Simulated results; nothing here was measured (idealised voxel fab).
process module | voxel transistor to metal
cross-section cut | 165 nm wide | cells 5 nm
A cross-section is a grid of square cells, given in bands from the top down. A band is one or more rows of cells.
Each band's line starts with the height of the band's top and of its bottom, in nm. Then come its materials from left to right, each with its width in nm. One material with "throughout" fills the band from edge to edge. "air" is empty space.
Height 0 is the level under which the wafer as received is all one material. The lowest band goes on downwards, as in "0 down".
A width such as "30 to 40" changes by the same amount from each row of cells to the next, from the band's top row to its bottom row.
"no change" after a step means that no cell of the cross-section changed.
closed voids: empty space of 8 cells or more with no open way to the top, each as width x height at its distance from the left edge, in nm
after a step's settings: what the simulator itself notes on the step
overlay nm, on a step with a mask: how far to the right of its planned place the mask lay; to the left if negative
Each pair below shows a cross-section before one step and the cross-section after it, down to the lowest band that changed. The line under each pair gives the step between them, with its settings. The pairs can come from different runs of this module on the same starting wafer, so a pair continues from the pair above only where its "before" says so.
before
  15 to 10: air 60 | SiN 10 | air 25 | SiN 10 | air 60
  10 to 0: SiO2 60 | SiN 10 | air 25 | SiN 10 | SiO2 60
  0 to -5: SiO2 20 | SiN 10 | SiO2 30 | SiN 10 | air 25 | SiN 10 | SiO2 30 | SiN 10 | SiO2 20
  -5 to -10: SiO2 30 | pSi 30 | SiO2 5 | air 35 | SiO2 5 | pSi 30 | SiO2 30
  -10 to -70: SiO2 30 | Si 105 | SiO2 30
  -70 down: Si throughout
  closed voids: none
after
  20 to 15: air 55 | HfO2 20 | air 15 | HfO2 20 | air 55
  15 to 10: HfO2 60 | SiN 10 | HfO2 5 | air 15 | HfO2 5 | SiN 10 | HfO2 60
  10 to 0: SiO2 60 | SiN 10 | HfO2 5 | air 15 | HfO2 5 | SiN 10 | SiO2 60
  0 to -5: SiO2 20 | SiN 10 | SiO2 30 | SiN 10 | HfO2 5 | air 15 | HfO2 5 | SiN 10 | SiO2 30 | SiN 10 | SiO2 20
  -5 to -10: SiO2 30 | pSi 30 | SiO2 5 | HfO2 35 | SiO2 5 | pSi 30 | SiO2 30
  below -10: unchanged
  closed voids: none
the step between: op CONFORMAL_DEP | material HfO2 | thk nm 5
before: the cross-section after the pair above
after
  25 to 20: air 50 | TiN 30 | air 5 | TiN 30 | air 50
  20 to 15: TiN 55 | HfO2 20 | TiN 5 | air 5 | TiN 5 | HfO2 20 | TiN 55
  15 to 10: HfO2 60 | SiN 10 | HfO2 5 | TiN 5 | air 5 | TiN 5 | HfO2 5 | SiN 10 | HfO2 60
  10 to 0: SiO2 60 | SiN 10 | HfO2 5 | TiN 5 | air 5 | TiN 5 | HfO2 5 | SiN 10 | SiO2 60
  0 to -5: SiO2 20 | SiN 10 | SiO2 30 | SiN 10 | HfO2 5 | TiN 15 | HfO2 5 | SiN 10 | SiO2 30 | SiN 10 | SiO2 20
  below -5: unchanged
  closed voids: none
the step between: op CONFORMAL_DEP | material TiN | thk nm 5
before: the cross-section after the pair above
after
  35 to 25: W throughout
  25 to 20: W 50 | TiN 30 | W 5 | TiN 30 | W 50
  20 to 15: TiN 55 | HfO2 20 | TiN 5 | W 5 | TiN 5 | HfO2 20 | TiN 55
  15 to 10: HfO2 60 | SiN 10 | HfO2 5 | TiN 5 | W 5 | TiN 5 | HfO2 5 | SiN 10 | HfO2 60
  10 to 0: SiO2 60 | SiN 10 | HfO2 5 | TiN 5 | W 5 | TiN 5 | HfO2 5 | SiN 10 | SiO2 60
  below 0: unchanged
  closed voids: none
the step between: op FILL_DEP | material W | thk nm 10
before: the cross-section after the pair above
after
  10 to 0: SiO2 60 | SiN 10 | HfO2 5 | TiN 5 | W 5 | TiN 5 | HfO2 5 | SiN 10 | SiO2 60
  below 0: unchanged
  closed voids: none
the step between: op CMP | height nm 10
before: the cross-section after the pair above
after
  25 to 10: SiO2 throughout
  below 10: unchanged
  closed voids: none
the step between: op DIRECTIONAL_DEP | material SiO2 | thk nm 15
before: the cross-section after the pair above
after
  35 to 25: aC throughout
  below 25: unchanged
  closed voids: none
the step between: op DIRECTIONAL_DEP | material aC | thk nm 10
before: the cross-section after the pair above
after
  60 to 35: resist 30 | air 20 | resist 65 | air 20 | resist 30
  below 35: unchanged
  closed voids: none
the step between: op PATTERN | tone open | mask id CONTACT | material resist | width nm 20 | pitch nm 85 | thk nm 25 | overlay nm 0
before: the cross-section after the pair above
after
  50 to 35: resist 30 | air 20 | resist 65 | air 20 | resist 30
  35 to 25: aC 30 | air 20 | aC 65 | air 20 | aC 30
  below 25: unchanged
  closed voids: none
the step between: op DIRECTIONAL_ETCH | etch materials aC | depth nm 10
before: the cross-section after the pair above
after
  35 to 25: aC 30 | air 20 | aC 65 | air 20 | aC 30
  below 25: unchanged
  closed voids: none
the step between: op STRIP | etch materials resist
before: the cross-section after the pair above
after
  35 to 25: aC 30 | air 20 | aC 65 | air 20 | aC 30
  25 to 10: SiO2 30 | air 20 | SiO2 65 | air 20 | SiO2 30
  10 to 0: SiO2 30 | air 20 | SiO2 10 | SiN 10 | HfO2 5 | TiN 5 | W 5 | TiN 5 | HfO2 5 | SiN 10 | SiO2 10 | air 20 | SiO2 30
  0 to -5: SiO2 20 | SiN 10 | air 20 | SiO2 10 | SiN 10 | HfO2 5 | TiN 15 | HfO2 5 | SiN 10 | SiO2 10 | air 20 | SiN 10 | SiO2 20
  below -5: unchanged
  closed voids: none
the step between: op DIRECTIONAL_ETCH | etch materials SiO2 | depth nm 30
before: the cross-section after the pair above
after
  25 to 10: SiO2 30 | air 20 | SiO2 65 | air 20 | SiO2 30
  below 10: unchanged
  closed voids: none
the step between: op STRIP | etch materials aC
before: the cross-section after the pair above
after
  30 to 25: TiN 35 | air 10 | TiN 75 | air 10 | TiN 35
  25 to 10: SiO2 30 | TiN 5 | air 10 | TiN 5 | SiO2 65 | TiN 5 | air 10 | TiN 5 | SiO2 30
  10 to 0: SiO2 30 | TiN 5 | air 10 | TiN 5 | SiO2 10 | SiN 10 | HfO2 5 | TiN 5 | W 5 | TiN 5 | HfO2 5 | SiN 10 | SiO2 10 | TiN 5 | air 10 | TiN 5 | SiO2 30
  0 to -5: SiO2 20 | SiN 10 | TiN 20 | SiO2 10 | SiN 10 | HfO2 5 | TiN 15 | HfO2 5 | SiN 10 | SiO2 10 | TiN 20 | SiN 10 | SiO2 20
  below -5: unchanged
  closed voids: none
the step between: op CONFORMAL_DEP | material TiN | thk nm 5
before: the cross-section after the pair above
after
  35 to 30: W throughout
  30 to 25: TiN 35 | W 10 | TiN 75 | W 10 | TiN 35
  25 to 10: SiO2 30 | TiN 5 | W 10 | TiN 5 | SiO2 65 | TiN 5 | W 10 | TiN 5 | SiO2 30
  10 to 0: SiO2 30 | TiN 5 | W 10 | TiN 5 | SiO2 10 | SiN 10 | HfO2 5 | TiN 5 | W 5 | TiN 5 | HfO2 5 | SiN 10 | SiO2 10 | TiN 5 | W 10 | TiN 5 | SiO2 30
  below 0: unchanged
  closed voids: none
the step between: op FILL_DEP | material W | thk nm 5
before: the cross-section after the pair above
after
  25 to 10: SiO2 30 | TiN 5 | W 10 | TiN 5 | SiO2 65 | TiN 5 | W 10 | TiN 5 | SiO2 30
  below 10: unchanged
  closed voids: none
the step between: op CMP | height nm 25
before: the cross-section after the pair above
after
  30 to 25: SiCN throughout
  below 25: unchanged
  closed voids: none
the step between: op CONFORMAL_DEP | material SiCN | thk nm 5
before: the cross-section after the pair above
after
  50 to 30: SiO2 throughout
  below 30: unchanged
  closed voids: none
the step between: op DIRECTIONAL_DEP | material SiO2 | thk nm 20
before: the cross-section after the pair above
after
  50 to 30: SiO2 30 | air 20 | SiO2 65 | air 20 | SiO2 30
  below 30: unchanged
  closed voids: none
the step between: op MASKED_ETCH | tone open | mask id METAL_1 | width nm 20 | pitch nm 85 | etch materials SiO2 | depth nm 20 | overlay nm 0
before: the cross-section after the pair above
after
  50 to 30: SiO2 30 | air 20 | SiO2 65 | air 20 | SiO2 30
  30 to 25: SiCN 30 | air 20 | SiCN 65 | air 20 | SiCN 30
  below 25: unchanged
  closed voids: none
the step between: op MASKED_ETCH | tone open | mask id METAL_1 | width nm 20 | pitch nm 85 | etch materials SiCN | depth nm 5 | overlay nm 0
before: the cross-section after the pair above
after
  55 to 50: TiN 35 | air 10 | TiN 75 | air 10 | TiN 35
  50 to 30: SiO2 30 | TiN 5 | air 10 | TiN 5 | SiO2 65 | TiN 5 | air 10 | TiN 5 | SiO2 30
  30 to 25: SiCN 30 | TiN 20 | SiCN 65 | TiN 20 | SiCN 30
  below 25: unchanged
  closed voids: none
the step between: op CONFORMAL_DEP | material TiN | thk nm 5
before: the cross-section after the pair above
after
  60 to 55: Cu throughout
  55 to 50: TiN 35 | Cu 10 | TiN 75 | Cu 10 | TiN 35
  50 to 30: SiO2 30 | TiN 5 | Cu 10 | TiN 5 | SiO2 65 | TiN 5 | Cu 10 | TiN 5 | SiO2 30
  below 30: unchanged
  closed voids: none
the step between: op FILL_DEP | material Cu | thk nm 5
before: the cross-section after the pair above
after
  50 to 30: SiO2 30 | TiN 5 | Cu 10 | TiN 5 | SiO2 65 | TiN 5 | Cu 10 | TiN 5 | SiO2 30
  below 30: unchanged
  closed voids: none
the step between: op CMP | height nm 50
before: the cross-section after the pair above
after
  55 to 50: SiCN throughout
  below 50: unchanged
  closed voids: none
the step between: op CONFORMAL_DEP | material SiCN | thk nm 5
before
  25 to 10: SiO2 30 | TiN 5 | W 10 | TiN 5 | SiO2 65 | TiN 5 | W 10 | TiN 5 | SiO2 30
  10 to 0: SiO2 30 | TiN 5 | W 10 | TiN 5 | SiO2 10 | SiN 10 | HfO2 5 | TiN 5 | W 5 | TiN 5 | HfO2 5 | SiN 10 | SiO2 10 | TiN 5 | W 10 | TiN 5 | SiO2 30
  0 to -5: SiO2 20 | SiN 10 | TiN 20 | SiO2 10 | SiN 10 | HfO2 5 | TiN 15 | HfO2 5 | SiN 10 | SiO2 10 | TiN 20 | SiN 10 | SiO2 20
  -5 to -10: SiO2 30 | pSi 30 | SiO2 5 | HfO2 35 | SiO2 5 | pSi 30 | SiO2 30
  -10 to -40: SiO2 30 | Si 105 | SiO2 30
  -40 down: Si throughout
  closed voids: none
after
  45 to 25: SiO2 throughout
  below 25: unchanged
  closed voids: none
the step between: op DIRECTIONAL_DEP | material SiO2 | thk nm 20
before: the cross-section after the pair above
after
  50 to 45: SiCN throughout
  below 45: unchanged
  closed voids: none
the step between: op CONFORMAL_DEP | material SiCN | thk nm 5
before: the cross-section after the pair above
after
  50 to 45: SiCN 30 | air 20 | SiCN 65 | air 20 | SiCN 30
  below 45: unchanged
  closed voids: none
the step between: op MASKED_ETCH | tone open | mask id METAL_1 | width nm 20 | pitch nm 85 | etch materials SiCN | depth nm 5 | overlay nm 0
before: the cross-section after the pair above
after
  55 to 50: TiN 35 | air 10 | TiN 75 | air 10 | TiN 35
  50 to 45: SiCN 30 | TiN 20 | SiCN 65 | TiN 20 | SiCN 30
  below 45: unchanged
  closed voids: none
the step between: op CONFORMAL_DEP | material TiN | thk nm 5
before: the cross-section after the pair above
after
  60 to 55: Cu throughout
  55 to 50: TiN 35 | Cu 10 | TiN 75 | Cu 10 | TiN 35
  below 50: unchanged
  closed voids: none
the step between: op FILL_DEP | material Cu | thk nm 5
before: the cross-section after the pair above
after
  50 to 45: SiCN 30 | TiN 20 | SiCN 65 | TiN 20 | SiCN 30
  below 45: unchanged
  closed voids: none
the step between: op CMP | height nm 50
before: the cross-section after the pair above
after
  55 to 50: SiCN throughout
  below 50: unchanged
  closed voids: none
the step between: op CONFORMAL_DEP | material SiCN | thk nm 5
before
  10 to 0: air 25 | SiN 115 | air 25
  0 to -5: air 25 | SiO2 115 | air 25
  -5 down: Si throughout
  closed voids: none
after
  10 to 0: air 25 | SiN 115 | air 25
  0 to -5: air 25 | SiO2 115 | air 25
  -5 to -30: air 25 | Si 115 | air 25
  below -30: unchanged
  closed voids: none
the step between: op MASKED_ETCH | tone cover | mask id ACTIVE | width nm 115 | etch materials Si | depth nm 25 | overlay nm 0
before: the cross-section after the pair above
after
  10 to 0: air 25 | SiN 115 | air 25
  0 to -5: air 25 | SiO2 115 | air 25
  -5 to -30: air 25 | SiO2 5 | Si 105 | SiO2 5 | air 25
  -30 to -35: SiO2 30 | Si 105 | SiO2 30
  below -35: unchanged
  closed voids: none
the step between: op OXIDIZE | depth nm 5
before: the cross-section after the pair above
after
  20 to 10: SiO2 throughout
  10 to 0: SiO2 25 | SiN 115 | SiO2 25
  0 to -5: SiO2 throughout
  -5 to -35: SiO2 30 | Si 105 | SiO2 30
  below -35: unchanged
  closed voids: none
the step between: op FILL_DEP | material SiO2 | thk nm 10
before: the cross-section after the pair above
after
  10 to 0: SiO2 25 | SiN 115 | SiO2 25
  below 0: unchanged
  closed voids: none
the step between: op CMP | height nm 10
before: the cross-section after the pair above
after
  10 to 5: air 25 | SiN 115 | air 25
  below 5: unchanged
  closed voids: none
the step between: op SELECTIVE_ETCH | etch materials SiO2 | depth nm 5
before: the cross-section after the pair above
after
  5 to 0: SiO2 25 | air 115 | SiO2 25
  below 0: unchanged
  closed voids: none
the step between: op STRIP | etch materials SiN
before: the cross-section after the pair above
after
  0 to -5: SiO2 20 | air 125 | SiO2 20
  below -5: unchanged
  closed voids: none
the step between: op SELECTIVE_ETCH | etch materials SiO2 | depth nm 5
before: the cross-section after the pair above
after
  0 to -5: SiO2 20 | air 125 | SiO2 20
  -5 to -10: SiO2 throughout
  below -10: unchanged
  closed voids: none
the step between: op OXIDIZE | depth nm 5
before: the cross-section after the pair above
after
  20 to 15: polySi 20 | air 125 | polySi 20
  15 to 0: polySi throughout
  0 to -5: SiO2 20 | polySi 125 | SiO2 20
  below -5: unchanged
  closed voids: none
the step between: op DIRECTIONAL_DEP | material polySi | thk nm 20
before: the cross-section after the pair above
after
  35 to 30: SiCN 20 | air 125 | SiCN 20
  30 to 20: SiCN throughout
  20 to 15: polySi 20 | SiCN 125 | polySi 20
  below 15: unchanged
  closed voids: none
the step between: op DIRECTIONAL_DEP | material SiCN | thk nm 15
before: the cross-section after the pair above
after
  50 to 45: aC 20 | air 125 | aC 20
  45 to 35: aC throughout
  35 to 30: SiCN 20 | aC 125 | SiCN 20
  below 30: unchanged
  closed voids: none
the step between: op DIRECTIONAL_DEP | material aC | thk nm 15
before: the cross-section after the pair above
after
  85 to 50: air 70 | resist 25 | air 70
  50 to 45: aC 20 | air 50 | resist 25 | air 50 | aC 20
  below 45: unchanged
  closed voids: none
the step between: op PATTERN | tone cover | mask id GATE | material resist | width nm 25 | thk nm 35 | overlay nm 0
before: the cross-section after the pair above
after
  70 to 45: air 70 | resist 25 | air 70
  45 to 35: air 70 | aC 25 | air 70
  35 to 30: SiCN 20 | air 50 | aC 25 | air 50 | SiCN 20
  below 30: unchanged
  closed voids: none
the step between: op DIRECTIONAL_ETCH | etch materials aC | depth nm 15
before: the cross-section after the pair above
after
  45 to 35: air 70 | aC 25 | air 70
  below 35: unchanged
  closed voids: none
the step between: op STRIP | etch materials resist
before: the cross-section after the pair above
after
  45 to 30: air 70 | aC 25 | air 70
  30 to 20: air 70 | SiCN 25 | air 70
  20 to 15: polySi 20 | air 50 | SiCN 25 | air 50 | polySi 20
  below 15: unchanged
  closed voids: none
the step between: op DIRECTIONAL_ETCH | etch materials SiCN | depth nm 25
before: the cross-section after the pair above
after
  45 to 30: air 70 | aC 25 | air 70
  30 to 15: air 70 | SiCN 25 | air 70
  15 to 0: air 70 | polySi 25 | air 70
  0 to -5: SiO2 20 | air 50 | polySi 25 | air 50 | SiO2 20
  below -5: unchanged
  closed voids: none
the step between: op DIRECTIONAL_ETCH | etch materials polySi | depth nm 30
before: the cross-section after the pair above
after
  30 to 15: air 70 | SiCN 25 | air 70
  below 15: unchanged
  closed voids: none
the step between: op STRIP | etch materials aC
before: the cross-section after the pair above
after
  40 to 30: air 60 | SiN 45 | air 60
  30 to 15: air 60 | SiN 10 | SiCN 25 | SiN 10 | air 60
  15 to 10: air 60 | SiN 10 | polySi 25 | SiN 10 | air 60
  10 to 5: SiN 30 | air 30 | SiN 10 | polySi 25 | SiN 10 | air 30 | SiN 30
  5 to 0: SiN 70 | polySi 25 | SiN 70
  0 to -5: SiO2 20 | SiN 50 | polySi 25 | SiN 50 | SiO2 20
  below -5: unchanged
  closed voids: none
the step between: op CONFORMAL_DEP | material SiN | thk nm 10
before: the cross-section after the pair above
after
  30 to 15: air 60 | SiN 10 | SiCN 25 | SiN 10 | air 60
  15 to 0: air 60 | SiN 10 | polySi 25 | SiN 10 | air 60
  0 to -5: SiO2 20 | SiN 10 | air 30 | SiN 10 | polySi 25 | SiN 10 | air 30 | SiN 10 | SiO2 20
  below -5: unchanged
  closed voids: none
the step between: op DIRECTIONAL_ETCH | etch materials SiN | depth nm 10
before: the cross-section after the pair above
after
  30 to 15: air 60 | SiN 10 | SiCN 25 | SiN 10 | air 60
  15 to 0: air 60 | SiN 10 | polySi 25 | SiN 10 | air 60
  0 to -5: air 20 | SiN 10 | air 30 | SiN 10 | polySi 25 | SiN 10 | air 30 | SiN 10 | air 20
  -5 to -10: SiO2 30 | air 30 | SiO2 45 | air 30 | SiO2 30
  below -10: unchanged
  closed voids: none
the step between: op DIRECTIONAL_ETCH | etch materials SiO2 | depth nm 5
before: the cross-section after the pair above
after
  30 to 15: air 60 | SiN 10 | SiCN 25 | SiN 10 | air 60
  15 to 0: air 60 | SiN 10 | polySi 25 | SiN 10 | air 60
  0 to -5: air 20 | SiN 10 | air 30 | SiN 10 | polySi 25 | SiN 10 | air 30 | SiN 10 | air 20
  -5 to -10: SiO2 30 | pSi 30 | SiO2 45 | pSi 30 | SiO2 30
  below -10: unchanged
  closed voids: none
the step between: op EPI | material pSi | thk nm 5
before: the cross-section after the pair above
after
  35 to 30: SiO2 throughout
  30 to 15: SiO2 60 | SiN 10 | SiCN 25 | SiN 10 | SiO2 60
  15 to 0: SiO2 60 | SiN 10 | polySi 25 | SiN 10 | SiO2 60
  0 to -5: SiO2 20 | SiN 10 | SiO2 30 | SiN 10 | polySi 25 | SiN 10 | SiO2 30 | SiN 10 | SiO2 20
  below -5: unchanged
  closed voids: none
the step between: op FILL_DEP | material SiO2 | thk nm 5
before: the cross-section after the pair above
after
  15 to 0: SiO2 60 | SiN 10 | polySi 25 | SiN 10 | SiO2 60
  below 0: unchanged
  closed voids: none
the step between: op CMP | height nm 15
before: the cross-section after the pair above
after
  15 to 0: SiO2 60 | SiN 10 | air 25 | SiN 10 | SiO2 60
  0 to -5: SiO2 20 | SiN 10 | SiO2 30 | SiN 10 | air 25 | SiN 10 | SiO2 30 | SiN 10 | SiO2 20
  below -5: unchanged
  closed voids: none
the step between: op STRIP | etch materials polySi
before: the cross-section after the pair above
after
  15 to 10: air 60 | SiN 10 | air 25 | SiN 10 | air 60
  10 to 0: SiO2 60 | SiN 10 | air 25 | SiN 10 | SiO2 60
  0 to -5: SiO2 20 | SiN 10 | SiO2 30 | SiN 10 | air 25 | SiN 10 | SiO2 30 | SiN 10 | SiO2 20
  -5 to -10: SiO2 30 | pSi 30 | SiO2 5 | air 35 | SiO2 5 | pSi 30 | SiO2 30
  below -10: unchanged
  closed voids: none
the step between: op SELECTIVE_ETCH | etch materials SiO2 | depth nm 5
before: the cross-section after the pair above
after
  20 to 15: air 55 | HfO2 20 | air 15 | HfO2 20 | air 55
  15 to 10: HfO2 60 | SiN 10 | HfO2 5 | air 15 | HfO2 5 | SiN 10 | HfO2 60
  10 to 0: SiO2 60 | SiN 10 | HfO2 5 | air 15 | HfO2 5 | SiN 10 | SiO2 60
  0 to -5: SiO2 20 | SiN 10 | SiO2 30 | SiN 10 | HfO2 5 | air 15 | HfO2 5 | SiN 10 | SiO2 30 | SiN 10 | SiO2 20
  -5 to -10: SiO2 30 | pSi 30 | SiO2 5 | HfO2 35 | SiO2 5 | pSi 30 | SiO2 30
  below -10: unchanged
  closed voids: none
the step between: op CONFORMAL_DEP | material HfO2 | thk nm 5
before: the cross-section after the pair above
after
  25 to 20: air 50 | TiN 30 | air 5 | TiN 30 | air 50
  20 to 15: TiN 55 | HfO2 20 | TiN 5 | air 5 | TiN 5 | HfO2 20 | TiN 55
  15 to 10: HfO2 60 | SiN 10 | HfO2 5 | TiN 5 | air 5 | TiN 5 | HfO2 5 | SiN 10 | HfO2 60
  10 to 0: SiO2 60 | SiN 10 | HfO2 5 | TiN 5 | air 5 | TiN 5 | HfO2 5 | SiN 10 | SiO2 60
  0 to -5: SiO2 20 | SiN 10 | SiO2 30 | SiN 10 | HfO2 5 | TiN 15 | HfO2 5 | SiN 10 | SiO2 30 | SiN 10 | SiO2 20
  below -5: unchanged
  closed voids: none
the step between: op CONFORMAL_DEP | material TiN | thk nm 5
before: the cross-section after the pair above
after
  35 to 25: W throughout
  25 to 20: W 50 | TiN 30 | W 5 | TiN 30 | W 50
  20 to 15: TiN 55 | HfO2 20 | TiN 5 | W 5 | TiN 5 | HfO2 20 | TiN 55
  15 to 10: HfO2 60 | SiN 10 | HfO2 5 | TiN 5 | W 5 | TiN 5 | HfO2 5 | SiN 10 | HfO2 60
  10 to 0: SiO2 60 | SiN 10 | HfO2 5 | TiN 5 | W 5 | TiN 5 | HfO2 5 | SiN 10 | SiO2 60
  below 0: unchanged
  closed voids: none
the step between: op FILL_DEP | material W | thk nm 10
before: the cross-section after the pair above
after
  10 to 0: SiO2 60 | SiN 10 | HfO2 5 | TiN 5 | W 5 | TiN 5 | HfO2 5 | SiN 10 | SiO2 60
  below 0: unchanged
  closed voids: none
the step between: op CMP | height nm 10
before: the cross-section after the pair above
after
  25 to 10: SiO2 throughout
  below 10: unchanged
  closed voids: none
the step between: op DIRECTIONAL_DEP | material SiO2 | thk nm 15
before: the cross-section after the pair above
after
  35 to 25: aC throughout
  below 25: unchanged
  closed voids: none
the step between: op DIRECTIONAL_DEP | material aC | thk nm 10
before: the cross-section after the pair above
after
  60 to 35: resist 30 | air 20 | resist 65 | air 20 | resist 30
  below 35: unchanged
  closed voids: none
the step between: op PATTERN | tone open | mask id CONTACT | material resist | width nm 20 | pitch nm 85 | thk nm 25 | overlay nm 0
before: the cross-section after the pair above
after
  50 to 35: resist 30 | air 20 | resist 65 | air 20 | resist 30
  35 to 25: aC 30 | air 20 | aC 65 | air 20 | aC 30
  below 25: unchanged
  closed voids: none
the step between: op DIRECTIONAL_ETCH | etch materials aC | depth nm 10
before: the cross-section after the pair above
after
  35 to 25: aC 30 | air 20 | aC 65 | air 20 | aC 30
  below 25: unchanged
  closed voids: none
the step between: op STRIP | etch materials resist
before: the cross-section after the pair above
after
  35 to 25: aC 30 | air 20 | aC 65 | air 20 | aC 30
  25 to 10: SiO2 30 | air 20 | SiO2 65 | air 20 | SiO2 30
  10 to 0: SiO2 30 | air 20 | SiO2 10 | SiN 10 | HfO2 5 | TiN 5 | W 5 | TiN 5 | HfO2 5 | SiN 10 | SiO2 10 | air 20 | SiO2 30
  0 to -5: SiO2 20 | SiN 10 | air 20 | SiO2 10 | SiN 10 | HfO2 5 | TiN 15 | HfO2 5 | SiN 10 | SiO2 10 | air 20 | SiN 10 | SiO2 20
  below -5: unchanged
  closed voids: none
the step between: op DIRECTIONAL_ETCH | etch materials SiO2 | depth nm 30
before: the cross-section after the pair above
after
  25 to 10: SiO2 30 | air 20 | SiO2 65 | air 20 | SiO2 30
  below 10: unchanged
  closed voids: none
the step between: op STRIP | etch materials aC
before: the cross-section after the pair above
after
  30 to 25: TiN 35 | air 10 | TiN 75 | air 10 | TiN 35
  25 to 10: SiO2 30 | TiN 5 | air 10 | TiN 5 | SiO2 65 | TiN 5 | air 10 | TiN 5 | SiO2 30
  10 to 0: SiO2 30 | TiN 5 | air 10 | TiN 5 | SiO2 10 | SiN 10 | HfO2 5 | TiN 5 | W 5 | TiN 5 | HfO2 5 | SiN 10 | SiO2 10 | TiN 5 | air 10 | TiN 5 | SiO2 30
  0 to -5: SiO2 20 | SiN 10 | TiN 20 | SiO2 10 | SiN 10 | HfO2 5 | TiN 15 | HfO2 5 | SiN 10 | SiO2 10 | TiN 20 | SiN 10 | SiO2 20
  below -5: unchanged
  closed voids: none
the step between: op CONFORMAL_DEP | material TiN | thk nm 5
before: the cross-section after the pair above
after
  35 to 30: W throughout
  30 to 25: TiN 35 | W 10 | TiN 75 | W 10 | TiN 35
  25 to 10: SiO2 30 | TiN 5 | W 10 | TiN 5 | SiO2 65 | TiN 5 | W 10 | TiN 5 | SiO2 30
  10 to 0: SiO2 30 | TiN 5 | W 10 | TiN 5 | SiO2 10 | SiN 10 | HfO2 5 | TiN 5 | W 5 | TiN 5 | HfO2 5 | SiN 10 | SiO2 10 | TiN 5 | W 10 | TiN 5 | SiO2 30
  below 0: unchanged
  closed voids: none
the step between: op FILL_DEP | material W | thk nm 5
before: the cross-section after the pair above
after
  25 to 10: SiO2 30 | TiN 5 | W 10 | TiN 5 | SiO2 65 | TiN 5 | W 10 | TiN 5 | SiO2 30
  below 10: unchanged
  closed voids: none
the step between: op CMP | height nm 25
before: the cross-section after the pair above
after
  30 to 25: SiCN throughout
  below 25: unchanged
  closed voids: none
the step between: op CONFORMAL_DEP | material SiCN | thk nm 5
before: the cross-section after the pair above
after
  50 to 30: SiO2 throughout
  below 30: unchanged
  closed voids: none
the step between: op DIRECTIONAL_DEP | material SiO2 | thk nm 20
before: the cross-section after the pair above
after
  50 to 30: SiO2 30 | air 20 | SiO2 65 | air 20 | SiO2 30
  below 30: unchanged
  closed voids: none
the step between: op MASKED_ETCH | tone open | mask id METAL_1 | width nm 20 | pitch nm 85 | etch materials SiO2 | depth nm 20 | overlay nm 0
before: the cross-section after the pair above
after
  50 to 30: SiO2 30 | air 20 | SiO2 65 | air 20 | SiO2 30
  30 to 25: SiCN 30 | air 20 | SiCN 65 | air 20 | SiCN 30
  below 25: unchanged
  closed voids: none
the step between: op MASKED_ETCH | tone open | mask id METAL_1 | width nm 20 | pitch nm 85 | etch materials SiCN | depth nm 5 | overlay nm 0
before: the cross-section after the pair above
after
  55 to 50: TiN 35 | air 10 | TiN 75 | air 10 | TiN 35
  50 to 30: SiO2 30 | TiN 5 | air 10 | TiN 5 | SiO2 65 | TiN 5 | air 10 | TiN 5 | SiO2 30
  30 to 25: SiCN 30 | TiN 20 | SiCN 65 | TiN 20 | SiCN 30
  below 25: unchanged
  closed voids: none
the step between: op CONFORMAL_DEP | material TiN | thk nm 5
before: the cross-section after the pair above
after
  60 to 55: Cu throughout
  55 to 50: TiN 35 | Cu 10 | TiN 75 | Cu 10 | TiN 35
  50 to 30: SiO2 30 | TiN 5 | Cu 10 | TiN 5 | SiO2 65 | TiN 5 | Cu 10 | TiN 5 | SiO2 30
  below 30: unchanged
  closed voids: none
the step between: op FILL_DEP | material Cu | thk nm 5
before: the cross-section after the pair above
after
  50 to 30: SiO2 30 | TiN 5 | Cu 10 | TiN 5 | SiO2 65 | TiN 5 | Cu 10 | TiN 5 | SiO2 30
  below 30: unchanged
  closed voids: none
the step between: op CMP | height nm 50
before: the cross-section after the pair above
after
  55 to 50: SiCN throughout
  below 50: unchanged
  closed voids: none
the step between: op CONFORMAL_DEP | material SiCN | thk nm 5
before
  50 to 45: aC 20 | air 125 | aC 20
  45 to 35: aC throughout
  35 to 30: SiCN 20 | aC 125 | SiCN 20
  30 to 20: SiCN throughout
  20 to 15: polySi 20 | SiCN 125 | polySi 20
  15 to 0: polySi throughout
  0 to -5: SiO2 20 | polySi 125 | SiO2 20
  -5 to -10: SiO2 throughout
  -10 to -40: SiO2 30 | Si 105 | SiO2 30
  -40 down: Si throughout
  closed voids: none
after
  85 to 50: air 70 | resist 30 | air 65
  50 to 45: aC 20 | air 50 | resist 30 | air 45 | aC 20
  below 45: unchanged
  closed voids: none
the step between: op PATTERN | tone cover | mask id GATE | material resist | width nm 30 | thk nm 35 | overlay nm 0
before: the cross-section after the pair above
after
  70 to 45: air 70 | resist 30 | air 65
  45 to 35: air 70 | aC 30 | air 65
  35 to 30: SiCN 20 | air 50 | aC 30 | air 45 | SiCN 20
  below 30: unchanged
  closed voids: none
the step between: op DIRECTIONAL_ETCH | etch materials aC | depth nm 15
before: the cross-section after the pair above
after
  45 to 35: air 70 | aC 30 | air 65
  below 35: unchanged
  closed voids: none
the step between: op STRIP | etch materials resist
before: the cross-section after the pair above
after
  45 to 30: air 70 | aC 30 | air 65
  30 to 20: air 70 | SiCN 30 | air 65
  20 to 15: polySi 20 | air 50 | SiCN 30 | air 45 | polySi 20
  below 15: unchanged
  closed voids: none
the step between: op DIRECTIONAL_ETCH | etch materials SiCN | depth nm 25
before: the cross-section after the pair above
after
  45 to 30: air 70 | aC 30 | air 65
  30 to 15: air 70 | SiCN 30 | air 65
  15 to 0: air 70 | polySi 30 | air 65
  0 to -5: SiO2 20 | air 50 | polySi 30 | air 45 | SiO2 20
  below -5: unchanged
  closed voids: none
the step between: op DIRECTIONAL_ETCH | etch materials polySi | depth nm 30
before: the cross-section after the pair above
after
  30 to 15: air 70 | SiCN 30 | air 65
  below 15: unchanged
  closed voids: none
the step between: op STRIP | etch materials aC
before: the cross-section after the pair above
after
  40 to 30: air 60 | SiN 50 | air 55
  30 to 15: air 60 | SiN 10 | SiCN 30 | SiN 10 | air 55
  15 to 10: air 60 | SiN 10 | polySi 30 | SiN 10 | air 55
  10 to 5: SiN 30 | air 30 | SiN 10 | polySi 30 | SiN 10 | air 25 | SiN 30
  5 to 0: SiN 70 | polySi 30 | SiN 65
  0 to -5: SiO2 20 | SiN 50 | polySi 30 | SiN 45 | SiO2 20
  below -5: unchanged
  closed voids: none
the step between: op CONFORMAL_DEP | material SiN | thk nm 10
before: the cross-section after the pair above
after
  30 to 15: air 60 | SiN 10 | SiCN 30 | SiN 10 | air 55
  15 to 0: air 60 | SiN 10 | polySi 30 | SiN 10 | air 55
  0 to -5: SiO2 20 | SiN 10 | air 30 | SiN 10 | polySi 30 | SiN 10 | air 25 | SiN 10 | SiO2 20
  below -5: unchanged
  closed voids: none
the step between: op DIRECTIONAL_ETCH | etch materials SiN | depth nm 10
